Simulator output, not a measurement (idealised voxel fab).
This is a process module. Its name is voxel wiring stack.
In the cross-section labelled cut, the width is 180 nm and each square cell is 5 nm.
For the purposes of this document, a cross-section shall be understood as a grid of square cells, specified as bands listed in top-to-bottom order, each band consisting of one or more rows of cells.
The entry gives the band's vertical extent as a top height and a bottom height in nm, then its horizontal make-up as materials from left to right, each with a width in nm. "air" stands for empty space; a single material marked "full width" fills the band edge to edge.
Note: height 0 marks the level under which the wafer is uniformly one material as received. Lowest band unbounded below, written "0 -> down".
You'd read "30->40" like this: the band's top row of cells is as wide as the first number, its bottom row is as wide as the second, and going down, every row changes width by the same amount as the row before did.
The cross-section has no changed cell in any step marked "no modifications".
Empty spaces without an open route to the top, at least 8 cells in extent, make up the entry "Enclosed void listing"; each is given as width x height at distance, where the distance is measured from the left edge, and all are in nm.
Text after the settings on a step's line: the simulator's own remark on that step.
overlay nm: mask right of planned place by this much (step with mask). Neg. = left.
Set out below are the planned steps of the process:
1 op RECEIVE | material Si
2 op CONFORMAL_DEP | material SiO2 | thk nm 10
3 op DIRECTIONAL_DEP | material TiN | thk nm 5
4 op DIRECTIONAL_DEP | material W | thk nm 25
5 op DIRECTIONAL_DEP | material aC | thk nm 10
6 op PATTERN | tone cover | mask id METAL_1 | material resist | width nm 25 | pitch nm 45 | thk nm 30 | overlay nm 0
7 op DIRECTIONAL_ETCH | etch materials aC | depth nm 10
8 op STRIP | etch materials resist
9 op DIRECTIONAL_ETCH | etch materials W | depth nm 25
10 op DIRECTIONAL_ETCH | etch materials TiN | depth nm 5
11 op STRIP | etch materials aC
12 op CONFORMAL_DEP | material SiN | thk nm 5
13 op FILL_DEP | material lowk | thk nm 10
14 op CMP | height nm 40
15 op CONFORMAL_DEP | material SiCN | thk nm 5
16 op DIRECTIONAL_DEP | material lowk | thk nm 30
17 op DIRECTIONAL_DEP | material aC | thk nm 15
18 op PATTERN | tone open | mask id METAL_2_HOLES | material resist | width nm 15 | pitch nm 45 | thk nm 35 | overlay nm 0
19 op DIRECTIONAL_ETCH | etch materials aC | depth nm 15
20 op STRIP | etch materials resist
21 op DIRECTIONAL_ETCH | etch materials lowk | depth nm 30
22 op STRIP | etch materials aC
23 op DIRECTIONAL_DEP | material aC | thk nm 15
24 op PATTERN | tone open | mask id METAL_2 | material resist | width nm 25 | pitch nm 45 | thk nm 30 | overlay nm 0
25 op DIRECTIONAL_ETCH | etch materials aC | depth nm 15
26 op STRIP | etch materials resist
27 op DIRECTIONAL_ETCH | etch materials lowk | depth nm 20
28 op DIRECTIONAL_ETCH | etch materials SiCN | depth nm 5
29 op STRIP | etch materials aC
30 op CONFORMAL_DEP | material TiN | thk nm 5
31 op FILL_DEP | material Cu | thk nm 5
32 op CMP | height nm 75
33 op CONFORMAL_DEP | material SiCN | thk nm 5
34 op DIRECTIONAL_DEP | material lowk | thk nm 25
35 op DIRECTIONAL_DEP | material aC | thk nm 10
36 op PATTERN | tone open | mask id METAL_3_HOLES | material resist | width nm 15 | thk nm 25 | overlay nm 0
37 op DIRECTIONAL_ETCH | etch materials aC | depth nm 10
38 op STRIP | etch materials resist
39 op DIRECTIONAL_ETCH | etch materials lowk | depth nm 25
40 op STRIP | etch materials aC
41 op PATTERN | tone open | mask id METAL_3 | material resist | width nm 15 | pitch nm 45 | thk nm 20 | overlay nm 0
42 op DIRECTIONAL_ETCH | etch materials lowk | depth nm 15
43 op DIRECTIONAL_ETCH | etch materials SiCN | depth nm 5
44 op STRIP | etch materials resist
45 op CONFORMAL_DEP | material TiN | thk nm 5
46 op FILL_DEP | material Cu | thk nm 10
47 op CMP | height nm 105
48 op CONFORMAL_DEP | material SiCN | thk nm 5
49 op DIRECTIONAL_DEP | material SiO2 | thk nm 25
50 op MASKED_ETCH | tone open | mask id METAL_4_HOLES | width nm 15 | etch materials SiO2 | depth nm 25 | overlay nm 0
51 op DIRECTIONAL_DEP | material aC | thk nm 15
52 op PATTERN | tone open | mask id METAL_4 | material resist | width nm 25 | pitch nm 45 | thk nm 35 | overlay nm 0
53 op DIRECTIONAL_ETCH | etch materials aC | depth nm 15
54 op STRIP | etch materials resist
55 op DIRECTIONAL_ETCH | etch materials SiO2 | depth nm 15
56 op DIRECTIONAL_ETCH | etch materials SiCN | depth nm 5
57 op STRIP | etch materials aC
58 op CONFORMAL_DEP | material TiN | thk nm 5
59 op FILL_DEP | material Cu | thk nm 5
60 op CMP | height nm 135
61 op CONFORMAL_DEP | material SiCN | thk nm 5
The wafers in this document start out alike and differ in the width nm applied at step 41; the plan shows the value used for the first wafer.
So this is the first of several wafers, cross-sectioned as it came to us, meaning it's at the end of step 1:
  0 -> down: Si full width
  Enclosed void listing: none
Rows = wafers. At module end, each row lists per material the cells gained (+) or lost (-) since the wafer was received, then the closed voids:
width nm 15; +47 Cu; +133 SiCN; +46 SiN; +216 SiO2; +89 TiN; +50 W; +427 lowk; Enclosed void listing: none
width nm 20; +51 Cu; +133 SiCN; +46 SiN; +216 SiO2; +91 TiN; +50 W; +421 lowk; Enclosed void listing: none
width nm 25; +54 Cu; +132 SiCN; +46 SiN; +216 SiO2; +92 TiN; +50 W; +418 lowk; Enclosed void listing: none
width nm 30; +58 Cu; +132 SiCN; +46 SiN; +216 SiO2; +94 TiN; +50 W; +412 lowk; Enclosed void listing: none
